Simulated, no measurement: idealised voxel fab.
This is a process module. Its name is voxel capacitor over wiring.
Each square cell in cross-section cut measures 5 nm, and the section as a whole is 295 nm wide.
Just so we're on the same page, the cross-sections are grids of square cells, and they're listed out in bands top to bottom, each band one or more rows deep. Per band: top height and bottom height in nm, followed by the left-to-right materials and their widths in nm; "full width" marks a single material spanning edge to edge, "air" marks empty space. Where do heights start? At 0: under that level the wafer as delivered is made of one material only. And the lowest band has no floor; it just carries on downward, as in "z 0 and below". Per-row width for "30->40": begins at first number (top row of band), ends at second number (bottom row), increment between rows held constant. Step note "stayed the same" = no cross-section cell changed. "Closed void register" specifies each empty space that is not open to the top and that occupies no fewer than 8 cells, using the form width x height at distance, the distance measured from the left edge and all three quantities in nm. Where a step's line continues beyond its settings, the continuation is a remark by the simulator itself on that step. A step line may carry the setting "overlay nm", which, for steps involving a mask, states the distance by which the mask lay to the right of its intended position; negative values denote displacement to the left.
## Steps planned for the process
| 1 | RECEIVE,material Si |
| 2 | CONFORMAL_DEP,material SiO2,thk nm 10 |
| 3 | CONFORMAL_DEP,material SiN,thk nm 5 |
| 4 | DIRECTIONAL_DEP,material lowk,thk nm 25 |
| 5 | MASKED_ETCH,tone open,mask id METAL_1,width nm 20,pitch nm 85,etch materials lowk,depth nm 25,overlay nm 0 |
| 6 | MASKED_ETCH,tone open,mask id METAL_1,width nm 20,pitch nm 85,etch materials SiN,depth nm 5,overlay nm 0 |
| 7 | CONFORMAL_DEP,material TiN,thk nm 5 |
| 8 | FILL_DEP,material Cu,thk nm 5 |
| 9 | CMP,height nm 40 |
| 10 | CONFORMAL_DEP,material SiCN,thk nm 5 |
| 11 | DIRECTIONAL_DEP,material lowk,thk nm 10 |
| 12 | MASKED_ETCH,tone open,mask id PLUG_1,width nm 15,etch materials lowk,depth nm 10,overlay nm 0 |
| 13 | MASKED_ETCH,tone open,mask id PLUG_1,width nm 15,etch materials SiCN,depth nm 5,overlay nm 0 |
| 14 | EPI,material Ru,thk nm 10 |
| 15 | EPI,material Ru,thk nm 5 |
| 16 | DIRECTIONAL_DEP,material TiN,thk nm 10 |
| 17 | DIRECTIONAL_DEP,material SiN,thk nm 5 |
| 18 | DIRECTIONAL_DEP,material TiN,thk nm 5 |
| 19 | DIRECTIONAL_DEP,material aC,thk nm 15 |
| 20 | PATTERN,tone cover,mask id UPPER_PLATE,material resist,width nm 70,thk nm 30,overlay nm 0 |
| 21 | DIRECTIONAL_ETCH,etch materials aC,depth nm 15 |
| 22 | STRIP,etch materials resist |
| 23 | DIRECTIONAL_ETCH,etch materials TiN,depth nm 5 |
| 24 | DIRECTIONAL_ETCH,etch materials SiN,depth nm 5 |
| 25 | STRIP,etch materials aC |
| 26 | DIRECTIONAL_DEP,material aC,thk nm 15 |
| 27 | PATTERN,tone cover,mask id LOWER_PLATE,material resist,width nm 80,thk nm 30,overlay nm 0 |
| 28 | DIRECTIONAL_ETCH,etch materials aC,depth nm 15 |
| 29 | STRIP,etch materials resist |
| 30 | DIRECTIONAL_ETCH,etch materials TiN,depth nm 10 |
| 31 | STRIP,etch materials aC |
| 32 | FILL_DEP,material SiO2,thk nm 15 |
| 33 | CMP,height nm 85 |
| 34 | PATTERN,tone open,mask id PLUG_2,material resist,width nm 15,thk nm 15,overlay nm 0 |
| 35 | DIRECTIONAL_ETCH,etch materials SiO2,depth nm 10 |
| 36 | STRIP,etch materials resist |
| 37 | CONFORMAL_DEP,material TiN,thk nm 5 |
| 38 | FILL_DEP,material W,thk nm 5 |
| 39 | CMP,height nm 85 |
| 40 | CONFORMAL_DEP,material SiCN,thk nm 5 |
## Cross-section of the wafer as it came to us, i.e., already through step 1
* z 0 and below | Si full width
* Closed void register: none
## First of two wafers: cross-section at end of module, run per plan
* z 90 to 85 | SiCN full width
* z 85 to 80 | 110 of SiO2 | 5 of TiN | 5 of W | 5 of TiN | 170 of SiO2
* z 80 to 70 | 110->100 of SiO2 | 15->70 of TiN | 170->125 of SiO2
* z 70 to 65 | 100 of SiO2 | 70 of SiN | 125 of SiO2
* z 65 to 55 | 95 of SiO2 | 80 of TiN | 120 of SiO2
* z 55 to 45 | 100 of lowk | 15 of Ru | 180 of lowk
* z 45 to 40 | 100 of SiCN | 15 of Ru | 180 of SiCN
* z 40 to 15 | 95 of lowk | 5 of TiN | 10 of Cu | 5 of TiN | 65 of lowk | 5 of TiN | 10 of Cu | 5 of TiN | 95 of lowk
* z 15 to 10 | 95 of SiN | 20 of TiN | 65 of SiN | 20 of TiN | 95 of SiN
* z 10 to 0 | SiO2 full width
* z 0 and below | Si full width
* Closed void register: none
## Wafer two (of two), end-of-module cross-section: start = wafer one, plan = wafer one, one run mistake
* z 90 to 85 | SiCN full width
* z 85 to 80 | 110 of SiO2 | 5 of TiN | 5 of W | 5 of TiN | 170 of SiO2
* z 80 to 70 | 110->100 of SiO2 | 15->25 of TiN | 170 of SiO2
* z 70 to 65 | 100 of SiO2 | 25 of SiN | 170 of SiO2
* z 65 to 60 | 95 of SiO2 | 75 of TiN | 125 of SiO2
* z 60 to 55 | 95 of SiO2 | 30 of TiN | 45 of SiN | 125 of SiO2
* z 55 to 45 | 90 of SiO2 | 35 of Ru | 50 of TiN | 120 of SiO2
* z 45 to 40 | 100 of SiCN | 15 of Ru | 180 of SiCN
* z 40 to 15 | 95 of lowk | 5 of TiN | 10 of Cu | 5 of TiN | 65 of lowk | 5 of TiN | 10 of Cu | 5 of TiN | 95 of lowk
* z 15 to 10 | 95 of SiN | 20 of TiN | 65 of SiN | 20 of TiN | 95 of SiN
* z 10 to 0 | SiO2 full width
* z 0 and below | Si full width
* Closed void register: none
Where did the run depart from the plan? heads up, step 11 of the plan was skipped and never actually ran
Per the end-of-run cell counts, the second wafer holds more or fewer of some materials than the first: Ru: 8 more | SiO2: 104 more | lowk: 112 fewer
